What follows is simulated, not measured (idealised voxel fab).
Process module, titled voxel ribs on slabs
Cross-section cut: width 290 nm, square cells of 5 nm.
Cross-section = grid of square cells, listed top down in bands; band = one or more rows.
The entry gives the band's vertical extent as a top height and a bottom height in nm, then its horizontal make-up as materials from left to right, each with a width in nm. "empty" stands for empty space; a single material marked "edge to edge" fills the band edge to edge.
Heads up on the height convention: 0 is the point under which the incoming wafer is all one material, and the lowest band has no bottom, it just keeps going down, like "0 nm and below".
Quick explanation for "30->40": the width changes in equal steps down the rows of cells, from the first number in the band's top row to the second number in its bottom row.
Reading "changes: none" for a step: not a cell of the cross-section changed in it.
Any empty space of 8 cells or more lacking an open way to the top shows up in "Listed closed voids" as width x height at distance, distance from the left edge, in nm.
after a step's settings: what the simulator itself notes on the step
The line of a step may include "overlay nm". On a step with a mask, this value is how far to the right of its planned place the mask lay. A negative value means the mask lay to the left.
Process steps foreseen in the plan:
| 1 | RECEIVE: material Si |
| 2 | DIRECTIONAL_DEP: material SiO2, thk nm 25 |
| 3 | DIRECTIONAL_DEP: material SiN, thk nm 20 |
| 4 | PATTERN: tone cover, mask id RIB, material resist, width nm 30, thk nm 15, overlay nm 0 |
| 5 | DIRECTIONAL_ETCH: etch materials SiN, depth nm 10 |
| 6 | STRIP: etch materials resist |
| 7 | DIRECTIONAL_DEP: material aC, thk nm 15 |
| 8 | PATTERN: tone cover, mask id SLAB, material resist, width nm 60, thk nm 30, overlay nm 0 |
| 9 | DIRECTIONAL_ETCH: etch materials aC, depth nm 15 |
| 10 | STRIP: etch materials resist |
| 11 | DIRECTIONAL_ETCH: etch materials SiN, depth nm 10 |
| 12 | STRIP: etch materials aC |
| 13 | FILL_DEP: material SiO2, thk nm 25 |
| 14 | CMP: height nm 65 |
| 15 | DIRECTIONAL_DEP: material TiN, thk nm 5 |
| 16 | PATTERN: tone cover, mask id HEATER, material resist, width nm 40, thk nm 15, overlay nm 0 |
| 17 | DIRECTIONAL_ETCH: etch materials TiN, depth nm 5 |
| 18 | STRIP: etch materials resist |
| 19 | CONFORMAL_DEP: material SiO2, thk nm 5 |
Cross-section of the wafer as it came to us, i.e., already through step 1:
- 0 nm and below  Si edge to edge
- Listed closed voids: none
Look at the cross-section after the module: the wafer started out the way shown above and the plan was the one shown above, yet one mistake was made along the way:
- 75 nm to 70 nm  empty: 120, SiO2: 50, empty: 120
- 70 nm to 65 nm  SiO2: 125, TiN: 40, SiO2: 125
- 65 nm to 20 nm  SiO2 edge to edge
- 20 nm to 0 nm  SiN edge to edge
- 0 nm and below  Si edge to edge
- Listed closed voids: none
So what did we get wrong on this run? steps 2 and 3 of the plan were each performed in the slot designated for the other
